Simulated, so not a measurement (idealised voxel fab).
Module name: voxel transistor to metal (process module)
Cross-section cut spans 210 nm and uses square cells 5 nm in size.
A cross-section is written here as square cells arranged in a grid, and it is given in bands from the top down, each band taking up one or more rows of cells.
Band: top and bottom heights (nm) first, top before bottom; then materials from left to right, widths in nm. "everywhere" marks a sole material filling the band edge to edge. "air" denotes empty space.
Heights from 0 (as-received wafer is one material below). Bottom band endless downward, as "0 down".
Read "30..40" as a graded width: first number on top, second number at the bottom, same change between each pair of neighbouring rows.
It should be understood that the words "remained the same", when stated for a given step, signify that the cross-section underwent no change in any of its cells during that step.
Closed-off voids of 8+ cells (no open route to the top) go in "Closed cavity list", written width x height at distance from the left edge, in nm.
On a step's line, text after the settings is the simulator commenting on that step.
The optional step-line setting "overlay nm" applies to steps with a mask and quantifies how far to the right of its planned location the mask lay, a negative value indicating leftward placement.
Reading key. Pairs: pre-step and post-step cross-section, one process step apart; post-step view only to lowest changed band. Step between + settings: beneath pair. Runs: pairs may be from different runs of this module, same starting wafer. Continuation from pair above: only where "Snapshot before" entry says.
Snapshot before:
* 20 to 5: air=45; SiN=120; air=45
* 5 to 0: air=45; SiO2=120; air=45
* 0 to -35: air=45; Si=120; air=45
* -35 down: Si everywhere
* Closed cavity list: none
Structure After Step:
* 20 to 5: air=45; SiN=120; air=45
* 5 to 0: air=45; SiO2=120; air=45
* 0 to -70: air=45; Si=120; air=45
* Anything lower than -70 is untouched.
* Closed cavity list: none
Name the step between the before and after sections above: op MASKED_ETCH | tone cover | mask id ACTIVE | width nm 120 | etch materials Si | depth nm 35 | overlay nm 0
Snapshot before: see the after view in the pair directly above.
Structure After Step:
* 30 to 20: SiO2 everywhere
* 20 to 5: SiO2=45; SiN=120; SiO2=45
* 5 to 0: SiO2 everywhere
* 0 to -70: SiO2=45; Si=120; SiO2=45
* Anything lower than -70 is untouched.
* Closed cavity list: none
Name the step between the before and after sections above: op FILL_DEP | material SiO2 | thk nm 10
Snapshot before: see the after view in the pair directly above.
Structure After Step:
* 20 to 5: SiO2=45; SiN=120; SiO2=45
* Anything lower than 5 is untouched.
* Closed cavity list: none
Name the step between the before and after sections above: op CMP | height nm 20
Snapshot before: see the after view in the pair directly above.
Structure After Step:
* 20 to 15: air=45; SiN=120; air=45
* Anything lower than 15 is untouched.
* Closed cavity list: none
Name the step between the before and after sections above: op SELECTIVE_ETCH | etch materials SiO2 | depth nm 5
Snapshot before: see the after view in the pair directly above.
Structure After Step:
* 15 to 5: SiO2=45; air=120; SiO2=45
* Anything lower than 5 is untouched.
* Closed cavity list: none
Name the step between the before and after sections above: op STRIP | etch materials SiN
Snapshot before: see the after view in the pair directly above.
Structure After Step:
* 10 to 0: SiO2=40; air=130; SiO2=40
* Anything lower than 0 is untouched.
* Closed cavity list: none
Name the step between the before and after sections above: op SELECTIVE_ETCH | etch materials SiO2 | depth nm 5
Snapshot before: see the after view in the pair directly above.
Structure After Step:
* 10 to 0: SiO2=40; air=130; SiO2=40
* 0 to -5: SiO2 everywhere
* Anything lower than -5 is untouched.
* Closed cavity list: none
Name the step between the before and after sections above: op OXIDIZE | depth nm 5
Snapshot before: see the after view in the pair directly above.
Structure After Step:
* 35 to 25: polySi=40; air=130; polySi=40
* 25 to 10: polySi everywhere
* 10 to 0: SiO2=40; polySi=130; SiO2=40
* Anything lower than 0 is untouched.
* Closed cavity list: none
Name the step between the before and after sections above: op DIRECTIONAL_DEP | material polySi | thk nm 25
Snapshot before: see the after view in the pair directly above.
Structure After Step:
* 50 to 40: SiCN=40; air=130; SiCN=40
* 40 to 35: SiCN everywhere
* 35 to 25: polySi=40; SiCN=130; polySi=40
* Anything lower than 25 is untouched.
* Closed cavity list: none
Name the step between the before and after sections above: op DIRECTIONAL_DEP | material SiCN | thk nm 15
Snapshot before: see the after view in the pair directly above.
Structure After Step:
* 40 to 35: air=90; SiCN=30; air=90
* 35 to 25: polySi=40; air=50; SiCN=30; air=50; polySi=40
* Anything lower than 25 is untouched.
* Closed cavity list: none
Name the step between the before and after sections above: op MASKED_ETCH | tone cover | mask id GATE | width nm 30 | etch materials SiCN | depth nm 25 | overlay nm 0
Snapshot before: see the after view in the pair directly above.
Structure After Step:
* 40 to 25: air=90; SiCN=30; air=90
* 25 to 10: air=90; polySi=30; air=90
* 10 to 0: SiO2=40; air=50; polySi=30; air=50; SiO2=40
* Anything lower than 0 is untouched.
* Closed cavity list: none
Name the step between the before and after sections above: op MASKED_ETCH | tone cover | mask id GATE | width nm 30 | etch materials polySi | depth nm 35 | overlay nm 0
Snapshot before: see the after view in the pair directly above.
Structure After Step:
* 50 to 40: air=80; SiN=50; air=80
* 40 to 25: air=80; SiN=10; SiCN=30; SiN=10; air=80
* 25 to 20: air=80; SiN=10; polySi=30; SiN=10; air=80
* 20 to 10: SiN=50; air=30; SiN=10; polySi=30; SiN=10; air=30; SiN=50
* 10 to 0: SiO2=40; SiN=50; polySi=30; SiN=50; SiO2=40
* Anything lower than 0 is untouched.
* Closed cavity list: none
Name the step between the before and after sections above: op CONFORMAL_DEP | material SiN | thk nm 10
Snapshot before: see the after view in the pair directly above.
Structure After Step:
* 40 to 25: air=80; SiN=10; SiCN=30; SiN=10; air=80
* 25 to 10: air=80; SiN=10; polySi=30; SiN=10; air=80
* 10 to 0: SiO2=40; SiN=10; air=30; SiN=10; polySi=30; SiN=10; air=30; SiN=10; SiO2=40
* Anything lower than 0 is untouched.
* Closed cavity list: none
Name the step between the before and after sections above: op DIRECTIONAL_ETCH | etch materials SiN | depth nm 10
Snapshot before: see the after view in the pair directly above.
Structure After Step:
* 40 to 25: air=80; SiN=10; SiCN=30; SiN=10; air=80
* 25 to 10: air=80; SiN=10; polySi=30; SiN=10; air=80
* 10 to 5: air=40; SiN=10; air=30; SiN=10; polySi=30; SiN=10; air=30; SiN=10; air=40
* 5 to 0: SiO2=40; SiN=10; air=30; SiN=10; polySi=30; SiN=10; air=30; SiN=10; SiO2=40
* 0 to -5: SiO2=50; air=30; SiO2=50; air=30; SiO2=50
* Anything lower than -5 is untouched.
* Closed cavity list: none
Name the step between the before and after sections above: op DIRECTIONAL_ETCH | etch materials SiO2 | depth nm 5
Snapshot before: see the after view in the pair directly above.
Structure After Step:
* 40 to 25: air=80; SiN=10; SiCN=30; SiN=10; air=80
* 25 to 10: air=80; SiN=10; polySi=30; SiN=10; air=80
* 10 to 5: air=40; SiN=10; air=30; SiN=10; polySi=30; SiN=10; air=30; SiN=10; air=40
* 5 to 0: SiO2=40; SiN=10; air=30; SiN=10; polySi=30; SiN=10; air=30; SiN=10; SiO2=40
* 0 to -5: SiO2=50; SiGe=30; SiO2=50; SiGe=30; SiO2=50
* Anything lower than -5 is untouched.
* Closed cavity list: none
Name the step between the before and after sections above: op EPI | material SiGe | thk nm 5
Snapshot before: see the after view in the pair directly above.
Structure After Step:
* 50 to 40: SiO2 everywhere
* 40 to 25: SiO2=80; SiN=10; SiCN=30; SiN=10; SiO2=80
* 25 to 10: SiO2=80; SiN=10; polySi=30; SiN=10; SiO2=80
* 10 to 0: SiO2=40; SiN=10; SiO2=30; SiN=10; polySi=30; SiN=10; SiO2=30; SiN=10; SiO2=40
* Anything lower than 0 is untouched.
* Closed cavity list: none
Name the step between the before and after sections above: op FILL_DEP | material SiO2 | thk nm 10
Snapshot before: see the after view in the pair directly above.
Structure After Step:
* 25 to 10: SiO2=80; SiN=10; polySi=30; SiN=10; SiO2=80
* Anything lower than 10 is untouched.
* Closed cavity list: none
Name the step between the before and after sections above: op CMP | height nm 25
Snapshot before: see the after view in the pair directly above.
Structure After Step:
* 25 to 10: SiO2=80; SiN=10; air=30; SiN=10; SiO2=80
* 10 to 0: SiO2=40; SiN=10; SiO2=30; SiN=10; air=30; SiN=10; SiO2=30; SiN=10; SiO2=40
* Anything lower than 0 is untouched.
* Closed cavity list: none
Name the step between the before and after sections above: op STRIP | etch materials polySi
Snapshot before: see the after view in the pair directly above.
Structure After Step:
* 25 to 20: air=80; SiN=10; air=30; SiN=10; air=80
* 20 to 10: SiO2=80; SiN=10; air=30; SiN=10; SiO2=80
* 10 to 0: SiO2=40; SiN=10; SiO2=30; SiN=10; air=30; SiN=10; SiO2=30; SiN=10; SiO2=40
* 0 to -5: SiO2=50; SiGe=30; SiO2=5; air=40; SiO2=5; SiGe=30; SiO2=50
* Anything lower than -5 is untouched.
* Closed cavity list: none
Name the step between the before and after sections above: op SELECTIVE_ETCH | etch materials SiO2 | depth nm 5
Snapshot before: see the after view in the pair directly above.
Structure After Step:
* 30 to 25: air=75; HfO2=20; air=20; HfO2=20; air=75
* 25 to 20: HfO2=80; SiN=10; HfO2=5; air=20; HfO2=5; SiN=10; HfO2=80
* 20 to 10: SiO2=80; SiN=10; HfO2=5; air=20; HfO2=5; SiN=10; SiO2=80
* 10 to 0: SiO2=40; SiN=10; SiO2=30; SiN=10; HfO2=5; air=20; HfO2=5; SiN=10; SiO2=30; SiN=10; SiO2=40
* 0 to -5: SiO2=50; SiGe=30; SiO2=5; HfO2=40; SiO2=5; SiGe=30; SiO2=50
* Anything lower than -5 is untouched.
* Closed cavity list: none
Name the step between the before and after sections above: op CONFORMAL_DEP | material HfO2 | thk nm 5
Snapshot before: see the after view in the pair directly above.
Structure After Step:
* 35 to 30: air=70; TiN=30; air=10; TiN=30; air=70
* 30 to 25: TiN=75; HfO2=20; TiN=5; air=10; TiN=5; HfO2=20; TiN=75
* 25 to 20: HfO2=80; SiN=10; HfO2=5; TiN=5; air=10; TiN=5; HfO2=5; SiN=10; HfO2=80
* 20 to 10: SiO2=80; SiN=10; HfO2=5; TiN=5; air=10; TiN=5; HfO2=5; SiN=10; SiO2=80
* 10 to 5: SiO2=40; SiN=10; SiO2=30; SiN=10; HfO2=5; TiN=5; air=10; TiN=5; HfO2=5; SiN=10; SiO2=30; SiN=10; SiO2=40
* 5 to 0: SiO2=40; SiN=10; SiO2=30; SiN=10; HfO2=5; TiN=20; HfO2=5; SiN=10; SiO2=30; SiN=10; SiO2=40
* Anything lower than 0 is untouched.
* Closed cavity list: none
Name the step between the before and after sections above: op CONFORMAL_DEP | material TiN | thk nm 5
Snapshot before: see the after view in the pair directly above.
Structure After Step:
* 45 to 35: W everywhere
* 35 to 30: W=70; TiN=30; W=10; TiN=30; W=70
* 30 to 25: TiN=75; HfO2=20; TiN=5; W=10; TiN=5; HfO2=20; TiN=75
* 25 to 20: HfO2=80; SiN=10; HfO2=5; TiN=5; W=10; TiN=5; HfO2=5; SiN=10; HfO2=80
* 20 to 10: SiO2=80; SiN=10; HfO2=5; TiN=5; W=10; TiN=5; HfO2=5; SiN=10; SiO2=80
* 10 to 5: SiO2=40; SiN=10; SiO2=30; SiN=10; HfO2=5; TiN=5; W=10; TiN=5; HfO2=5; SiN=10; SiO2=30; SiN=10; SiO2=40
* Anything lower than 5 is untouched.
* Closed cavity list: none
Name the step between the before and after sections above: op FILL_DEP | material W | thk nm 10
Snapshot before: see the after view in the pair directly above.
Structure After Step:
* 20 to 10: SiO2=80; SiN=10; HfO2=5; TiN=5; W=10; TiN=5; HfO2=5; SiN=10; SiO2=80
* Anything lower than 10 is untouched.
* Closed cavity list: none
Name the step between the before and after sections above: op CMP | height nm 20
Snapshot before: see the after view in the pair directly above.
Structure After Step:
* 35 to 20: SiO2 everywhere
* Anything lower than 20 is untouched.
* Closed cavity list: none
Name the step between the before and after sections above: op DIRECTIONAL_DEP | material SiO2 | thk nm 15
Snapshot before: see the after view in the pair directly above.
Structure After Step:
* 50 to 35: resist=55; air=15; resist=70; air=15; resist=55
* Anything lower than 35 is untouched.
* Closed cavity list: none
Name the step between the before and after sections above: op PATTERN | tone open | mask id CONTACT | material resist | width nm 15 | pitch nm 85 | thk nm 15 | overlay nm 0
Snapshot before: see the after view in the pair directly above.
Structure After Step:
* 50 to 35: resist=55; air=15; resist=70; air=15; resist=55
* 35 to 20: SiO2=55; air=15; SiO2=70; air=15; SiO2=55
* 20 to 10: SiO2=55; air=15; SiO2=10; SiN=10; HfO2=5; TiN=5; W=10; TiN=5; HfO2=5; SiN=10; SiO2=10; air=15; SiO2=55
* 10 to 5: SiO2=40; SiN=10; SiO2=5; air=15; SiO2=10; SiN=10; HfO2=5; TiN=5; W=10; TiN=5; HfO2=5; SiN=10; SiO2=10; air=15; SiO2=5; SiN=10; SiO2=40
* 5 to 0: SiO2=40; SiN=10; SiO2=5; air=15; SiO2=10; SiN=10; HfO2=5; TiN=20; HfO2=5; SiN=10; SiO2=10; air=15; SiO2=5; SiN=10; SiO2=40
* Anything lower than 0 is untouched.
* Closed cavity list: none
Name the step between the before and after sections above: op DIRECTIONAL_ETCH | etch materials SiO2 | depth nm 35
Snapshot before: see the after view in the pair directly above.
Structure After Step:
* 35 to 20: SiO2=55; air=15; SiO2=70; air=15; SiO2=55
* Anything lower than 20 is untouched.
* Closed cavity list: none
Name the step between the before and after sections above: op STRIP | etch materials resist
Snapshot before: see the after view in the pair directly above.
Structure After Step:
* 40 to 35: TiN=60; air=5; TiN=80; air=5; TiN=60
* 35 to 20: SiO2=55; TiN=5; air=5; TiN=5; SiO2=70; TiN=5; air=5; TiN=5; SiO2=55
* 20 to 10: SiO2=55; TiN=5; air=5; TiN=5; SiO2=10; SiN=10; HfO2=5; TiN=5; W=10; TiN=5; HfO2=5; SiN=10; SiO2=10; TiN=5; air=5; TiN=5; SiO2=55
* 10 to 5: SiO2=40; SiN=10; SiO2=5; TiN=5; air=5; TiN=5; SiO2=10; SiN=10; HfO2=5; TiN=5; W=10; TiN=5; HfO2=5; SiN=10; SiO2=10; TiN=5; air=5; TiN=5; SiO2=5; SiN=10; SiO2=40
* 5 to 0: SiO2=40; SiN=10; SiO2=5; TiN=15; SiO2=10; SiN=10; HfO2=5; TiN=20; HfO2=5; SiN=10; SiO2=10; TiN=15; SiO2=5; SiN=10; SiO2=40
* Anything lower than 0 is untouched.
* Closed cavity list: none
Name the step between the before and after sections above: op CONFORMAL_DEP | material TiN | thk nm 5
Snapshot before: see the after view in the pair directly above.
Structure After Step:
* 45 to 40: W everywhere
* 40 to 35: TiN=60; W=5; TiN=80; W=5; TiN=60
* 35 to 20: SiO2=55; TiN=5; W=5; TiN=5; SiO2=70; TiN=5; W=5; TiN=5; SiO2=55
* 20 to 10: SiO2=55; TiN=5; W=5; TiN=5; SiO2=10; SiN=10; HfO2=5; TiN=5; W=10; TiN=5; HfO2=5; SiN=10; SiO2=10; TiN=5; W=5; TiN=5; SiO2=55
* 10 to 5: SiO2=40; SiN=10; SiO2=5; TiN=5; W=5; TiN=5; SiO2=10; SiN=10; HfO2=5; TiN=5; W=10; TiN=5; HfO2=5; SiN=10; SiO2=10; TiN=5; W=5; TiN=5; SiO2=5; SiN=10; SiO2=40
* Anything lower than 5 is untouched.
* Closed cavity list: none
Name the step between the before and after sections above: op FILL_DEP | material W | thk nm 5
Snapshot before: see the after view in the pair directly above.
Structure After Step:
* 35 to 20: SiO2=55; TiN=5; W=5; TiN=5; SiO2=70; TiN=5; W=5; TiN=5; SiO2=55
* Anything lower than 20 is untouched.
* Closed cavity list: none
Name the step between the before and after sections above: op CMP | height nm 35
Snapshot before: see the after view in the pair directly above.
Structure After Step:
* 40 to 35: SiCN everywhere
* Anything lower than 35 is untouched.
* Closed cavity list: none
Name the step between the before and after sections above: op CONFORMAL_DEP | material SiCN | thk nm 5
Snapshot before: see the after view in the pair directly above.
Structure After Step:
* 55 to 40: SiO2 everywhere
* Anything lower than 40 is untouched.
* Closed cavity list: none
Name the step between the before and after sections above: op DIRECTIONAL_DEP | material SiO2 | thk nm 15
Snapshot before: see the after view in the pair directly above.
Structure After Step:
* 55 to 40: SiO2=55; air=15; SiO2=70; air=15; SiO2=55
* Anything lower than 40 is untouched.
* Closed cavity list: none
Name the step between the before and after sections above: op MASKED_ETCH | tone open | mask id METAL_1 | width nm 15 | pitch nm 85 | etch materials SiO2 | depth nm 15 | overlay nm 0
Snapshot before: see the after view in the pair directly above.
Structure After Step:
* 55 to 40: SiO2=55; air=15; SiO2=70; air=15; SiO2=55
* 40 to 35: SiCN=55; air=15; SiCN=70; air=15; SiCN=55
* Anything lower than 35 is untouched.
* Closed cavity list: none
Name the step between the before and after sections above: op MASKED_ETCH | tone open | mask id METAL_1 | width nm 15 | pitch nm 85 | etch materials SiCN | depth nm 5 | overlay nm 0
Snapshot before: see the after view in the pair directly above.
Structure After Step:
* 60 to 55: TiN=60; air=5; TiN=80; air=5; TiN=60
* 55 to 40: SiO2=55; TiN=5; air=5; TiN=5; SiO2=70; TiN=5; air=5; TiN=5; SiO2=55
* 40 to 35: SiCN=55; TiN=15; SiCN=70; TiN=15; SiCN=55
* Anything lower than 35 is untouched.
* Closed cavity list: none
Name the step between the before and after sections above: op CONFORMAL_DEP | material TiN | thk nm 5
Snapshot before: see the after view in the pair directly above.
Structure After Step:
* 70 to 60: Cu everywhere
* 60 to 55: TiN=60; Cu=5; TiN=80; Cu=5; TiN=60
* 55 to 40: SiO2=55; TiN=5; Cu=5; TiN=5; SiO2=70; TiN=5; Cu=5; TiN=5; SiO2=55
* Anything lower than 40 is untouched.
* Closed cavity list: none
Name the step between the before and after sections above: op FILL_DEP | material Cu | thk nm 10
Snapshot before: see the after view in the pair directly above.
Structure After Step:
* 55 to 40: SiO2=55; TiN=5; Cu=5; TiN=5; SiO2=70; TiN=5; Cu=5; TiN=5; SiO2=55
* Anything lower than 40 is untouched.
* Closed cavity list: none
Name the step between the before and after sections above: op CMP | height nm 55
Snapshot before: see the after view in the pair directly above.
Structure After Step:
* 60 to 55: SiCN everywhere
* Anything lower than 55 is untouched.
* Closed cavity list: none
Name the step between the before and after sections above: op CONFORMAL_DEP | material SiCN | thk nm 5
Snapshot before: see the after view in the pair directly above.
Structure After Step:
* 90 to 60: SiO2 everywhere
* Anything lower than 60 is untouched.
* Closed cavity list: none
Name the step between the before and after sections above: op DIRECTIONAL_DEP | material SiO2 | thk nm 30
Snapshot before: see the after view in the pair directly above.
Structure After Step:
* 105 to 90: aC everywhere
* Anything lower than 90 is untouched.
* Closed cavity list: none
Name the step between the before and after sections above: op DIRECTIONAL_DEP | material aC | thk nm 15
Snapshot before: see the after view in the pair directly above.
Structure After Step:
* 140 to 105: resist=55; air=15; resist=70; air=15; resist=55
* Anything lower than 105 is untouched.
* Closed cavity list: none
Name the step between the before and after sections above: op PATTERN | tone open | mask id METAL_2 | material resist | width nm 15 | pitch nm 85 | thk nm 35 | overlay nm 0
Snapshot before: see the after view in the pair directly above.
Structure After Step:
* 125 to 105: resist=55; air=15; resist=70; air=15; resist=55
* 105 to 90: aC=55; air=15; aC=70; air=15; aC=55
* Anything lower than 90 is untouched.
* Closed cavity list: none
Name the step between the before and after sections above: op DIRECTIONAL_ETCH | etch materials aC | depth nm 15
Snapshot before: see the after view in the pair directly above.
Structure After Step:
* 105 to 90: aC=55; air=15; aC=70; air=15; aC=55
* Anything lower than 90 is untouched.
* Closed cavity list: none
Name the step between the before and after sections above: op STRIP | etch materials resist
Snapshot before: see the after view in the pair directly above.
Structure After Step:
* 105 to 90: aC=55; air=15; aC=70; air=15; aC=55
* 90 to 75: SiO2=55; air=15; SiO2=70; air=15; SiO2=55
* Anything lower than 75 is untouched.
* Closed cavity list: none
Name the step between the before and after sections above: op DIRECTIONAL_ETCH | etch materials SiO2 | depth nm 15
Snapshot before: see the after view in the pair directly above.
Structure After Step:
* 90 to 75: SiO2=55; air=15; SiO2=70; air=15; SiO2=55
* Anything lower than 75 is untouched.
* Closed cavity list: none
Name the step between the before and after sections above: op STRIP | etch materials aC
Snapshot before: see the after view in the pair directly above.
Structure After Step:
* 110 to 90: resist=55; air=15; resist=70; air=15; resist=55
* Anything lower than 90 is untouched.
* Closed cavity list: none
Name the step between the before and after sections above: op PATTERN | tone open | mask id METAL_2_HOLES | material resist | width nm 15 | pitch nm 85 | thk nm 20 | overlay nm 0
Snapshot before: see the after view in the pair directly above.
Structure After Step:
* 110 to 90: resist=55; air=15; resist=70; air=15; resist=55
* 90 to 60: SiO2=55; air=15; SiO2=70; air=15; SiO2=55
* Anything lower than 60 is untouched.
* Closed cavity list: none
Name the step between the before and after sections above: op DIRECTIONAL_ETCH | etch materials SiO2 | depth nm 15
Snapshot before: see the after view in the pair directly above.
Structure After Step:
* 110 to 90: resist=55; air=15; resist=70; air=15; resist=55
* 90 to 60: SiO2=55; air=15; SiO2=70; air=15; SiO2=55
* 60 to 55: SiCN=55; air=15; SiCN=70; air=15; SiCN=55
* Anything lower than 55 is untouched.
* Closed cavity list: none
Name the step between the before and after sections above: op DIRECTIONAL_ETCH | etch materials SiCN | depth nm 5
Snapshot before: see the after view in the pair directly above.
Structure After Step:
* 90 to 60: SiO2=55; air=15; SiO2=70; air=15; SiO2=55
* Anything lower than 60 is untouched.
* Closed cavity list: none
Name the step between the before and after sections above: op STRIP | etch materials resist
Snapshot before: see the after view in the pair directly above.
Structure After Step:
* 95 to 90: TiN=60; air=5; TiN=80; air=5; TiN=60
* 90 to 60: SiO2=55; TiN=5; air=5; TiN=5; SiO2=70; TiN=5; air=5; TiN=5; SiO2=55
* 60 to 55: SiCN=55; TiN=15; SiCN=70; TiN=15; SiCN=55
* Anything lower than 55 is untouched.
* Closed cavity list: none
Name the step between the before and after sections above: op CONFORMAL_DEP | material TiN | thk nm 5
Snapshot before: see the after view in the pair directly above.
Structure After Step:
* 105 to 95: Cu everywhere
* 95 to 90: TiN=60; Cu=5; TiN=80; Cu=5; TiN=60
* 90 to 60: SiO2=55; TiN=5; Cu=5; TiN=5; SiO2=70; TiN=5; Cu=5; TiN=5; SiO2=55
* Anything lower than 60 is untouched.
* Closed cavity list: none
Name the step between the before and after sections above: op FILL_DEP | material Cu | thk nm 10
Snapshot before: see the after view in the pair directly above.
Structure After Step:
* 90 to 60: SiO2=55; TiN=5; Cu=5; TiN=5; SiO2=70; TiN=5; Cu=5; TiN=5; SiO2=55
* Anything lower than 60 is untouched.
* Closed cavity list: none
Name the step between the before and after sections above: op CMP | height nm 90
Snapshot before: see the after view in the pair directly above.
Structure After Step:
* 95 to 90: SiN everywhere
* Anything lower than 90 is untouched.
* Closed cavity list: none
Name the step between the before and after sections above: op CONFORMAL_DEP | material SiN | thk nm 5
Snapshot before:
* 55 to 40: SiO2=55; TiN=5; Cu=5; TiN=5; SiO2=70; TiN=5; Cu=5; TiN=5; SiO2=55
* 40 to 35: SiCN=55; TiN=15; SiCN=70; TiN=15; SiCN=55
* 35 to 20: SiO2=55; TiN=5; W=5; TiN=5; SiO2=70; TiN=5; W=5; TiN=5; SiO2=55
* 20 to 10: SiO2=55; TiN=5; W=5; TiN=5; SiO2=10; SiN=10; HfO2=5; TiN=5; W=10; TiN=5; HfO2=5; SiN=10; SiO2=10; TiN=5; W=5; TiN=5; SiO2=55
* 10 to 5: SiO2=40; SiN=10; SiO2=5; TiN=5; W=5; TiN=5; SiO2=10; SiN=10; HfO2=5; TiN=5; W=10; TiN=5; HfO2=5; SiN=10; SiO2=10; TiN=5; W=5; TiN=5; SiO2=5; SiN=10; SiO2=40
* 5 to 0: SiO2=40; SiN=10; SiO2=5; TiN=15; SiO2=10; SiN=10; HfO2=5; TiN=20; HfO2=5; SiN=10; SiO2=10; TiN=15; SiO2=5; SiN=10; SiO2=40
* 0 to -5: SiO2=50; SiGe=30; SiO2=5; HfO2=40; SiO2=5; SiGe=30; SiO2=50
* -5 to -35: SiO2=45; Si=120; SiO2=45
* -35 down: Si everywhere
* Closed cavity list: none
Structure After Step:
* 85 to 55: SiO2 everywhere
* Anything lower than 55 is untouched.
* Closed cavity list: none
Name the step between the before and after sections above: op DIRECTIONAL_DEP | material SiO2 | thk nm 30
Snapshot before: see the after view in the pair directly above.
Structure After Step:
* 90 to 85: SiCN everywhere
* Anything lower than 85 is untouched.
* Closed cavity list: none
Name the step between the before and after sections above: op CONFORMAL_DEP | material SiCN | thk nm 5
Snapshot before: see the after view in the pair directly above.
Structure After Step:
* 105 to 90: aC everywhere
* Anything lower than 90 is untouched.
* Closed cavity list: none
Name the step between the before and after sections above: op DIRECTIONAL_DEP | material aC | thk nm 15
Snapshot before: see the after view in the pair directly above.
Structure After Step:
* 140 to 105: resist=55; air=15; resist=70; air=15; resist=55
* Anything lower than 105 is untouched.
* Closed cavity list: none
Name the step between the before and after sections above: op PATTERN | tone open | mask id METAL_2 | material resist | width nm 15 | pitch nm 85 | thk nm 35 | overlay nm 0
Snapshot before: see the after view in the pair directly above.
Structure After Step:
* 125 to 105: resist=55; air=15; resist=70; air=15; resist=55
* 105 to 90: aC=55; air=15; aC=70; air=15; aC=55
* Anything lower than 90 is untouched.
* Closed cavity list: none
Name the step between the before and after sections above: op DIRECTIONAL_ETCH | etch materials aC | depth nm 15
Snapshot before: see the after view in the pair directly above.
Structure After Step:
* 105 to 90: aC=55; air=15; aC=70; air=15; aC=55
* Anything lower than 90 is untouched.
* Closed cavity list: none
Name the step between the before and after sections above: op STRIP | etch materials resist
Snapshot before: see the after view in the pair directly above.
Structure After Step:
* 90 to 85: SiCN everywhere
* Anything lower than 85 is untouched.
* Closed cavity list: none
Name the step between the before and after sections above: op STRIP | etch materials aC
Snapshot before: see the after view in the pair directly above.
Structure After Step:
* 110 to 90: resist=55; air=15; resist=70; air=15; resist=55
* Anything lower than 90 is untouched.
* Closed cavity list: none
Name the step between the before and after sections above: op PATTERN | tone open | mask id METAL_2_HOLES | material resist | width nm 15 | pitch nm 85 | thk nm 20 | overlay nm 0
Snapshot before: see the after view in the pair directly above.
Structure After Step:
* 110 to 90: resist=55; air=15; resist=70; air=15; resist=55
* 90 to 85: SiCN=55; air=15; SiCN=70; air=15; SiCN=55
* Anything lower than 85 is untouched.
* Closed cavity list: none
Name the step between the before and after sections above: op DIRECTIONAL_ETCH | etch materials SiCN | depth nm 5
Snapshot before: see the after view in the pair directly above.
Structure After Step:
* 90 to 85: SiCN=55; air=15; SiCN=70; air=15; SiCN=55
* Anything lower than 85 is untouched.
* Closed cavity list: none
Name the step between the before and after sections above: op STRIP | etch materials resist
Snapshot before: see the after view in the pair directly above.
Structure After Step:
* 95 to 90: TiN=60; air=5; TiN=80; air=5; TiN=60
* 90 to 85: SiCN=55; TiN=15; SiCN=70; TiN=15; SiCN=55
* Anything lower than 85 is untouched.
* Closed cavity list: none
Name the step between the before and after sections above: op CONFORMAL_DEP | material TiN | thk nm 5
Snapshot before: see the after view in the pair directly above.
Structure After Step:
* 105 to 95: Cu everywhere
* 95 to 90: TiN=60; Cu=5; TiN=80; Cu=5; TiN=60
* Anything lower than 90 is untouched.
* Closed cavity list: none
Name the step between the before and after sections above: op FILL_DEP | material Cu | thk nm 10
Snapshot before: see the after view in the pair directly above.
Structure After Step:
* 90 to 85: SiCN=55; TiN=15; SiCN=70; TiN=15; SiCN=55
* Anything lower than 85 is untouched.
* Closed cavity list: none
Name the step between the before and after sections above: op CMP | height nm 90
Snapshot before: see the after view in the pair directly above.
Structure After Step:
* 95 to 90: SiN everywhere
* Anything lower than 90 is untouched.
* Closed cavity list: none
Name the step between the before and after sections above: op CONFORMAL_DEP | material SiN | thk nm 5
Snapshot before:
* 20 to 10: SiO2=80; SiN=10; HfO2=5; TiN=5; W=10; TiN=5; HfO2=5; SiN=10; SiO2=80
* 10 to 5: SiO2=40; SiN=10; SiO2=30; SiN=10; HfO2=5; TiN=5; W=10; TiN=5; HfO2=5; SiN=10; SiO2=30; SiN=10; SiO2=40
* 5 to 0: SiO2=40; SiN=10; SiO2=30; SiN=10; HfO2=5; TiN=20; HfO2=5; SiN=10; SiO2=30; SiN=10; SiO2=40
* 0 to -5: SiO2=50; SiGe=30; SiO2=5; HfO2=40; SiO2=5; SiGe=30; SiO2=50
* -5 to -35: SiO2=45; Si=120; SiO2=45
* -35 down: Si everywhere
* Closed cavity list: none
Structure After Step:
* 25 to 20: SiO2 everywhere
* Anything lower than 20 is untouched.
* Closed cavity list: none
Name the step between the before and after sections above: op DIRECTIONAL_DEP | material SiO2 | thk nm 5
Snapshot before: see the after view in the pair directly above.
Structure After Step:
* 40 to 25: resist=55; air=15; resist=70; air=15; resist=55
* Anything lower than 25 is untouched.
* Closed cavity list: none
Name the step between the before and after sections above: op PATTERN | tone open | mask id CONTACT | material resist | width nm 15 | pitch nm 85 | thk nm 15 | overlay nm 0
Snapshot before: see the after view in the pair directly above.
Structure After Step:
* 40 to 25: resist=55; air=15; resist=70; air=15; resist=55
* 25 to 20: SiO2=55; air=15; SiO2=70; air=15; SiO2=55
* 20 to 10: SiO2=55; air=15; SiO2=10; SiN=10; HfO2=5; TiN=5; W=10; TiN=5; HfO2=5; SiN=10; SiO2=10; air=15; SiO2=55
* 10 to 5: SiO2=40; SiN=10; SiO2=5; air=15; SiO2=10; SiN=10; HfO2=5; TiN=5; W=10; TiN=5; HfO2=5; SiN=10; SiO2=10; air=15; SiO2=5; SiN=10; SiO2=40
* 5 to 0: SiO2=40; SiN=10; SiO2=5; air=15; SiO2=10; SiN=10; HfO2=5; TiN=20; HfO2=5; SiN=10; SiO2=10; air=15; SiO2=5; SiN=10; SiO2=40
* Anything lower than 0 is untouched.
* Closed cavity list: none
Name the step between the before and after sections above: op DIRECTIONAL_ETCH | etch materials SiO2 | depth nm 35
Snapshot before: see the after view in the pair directly above.
Structure After Step:
* 25 to 20: SiO2=55; air=15; SiO2=70; air=15; SiO2=55
* Anything lower than 20 is untouched.
* Closed cavity list: none
Name the step between the before and after sections above: op STRIP | etch materials resist
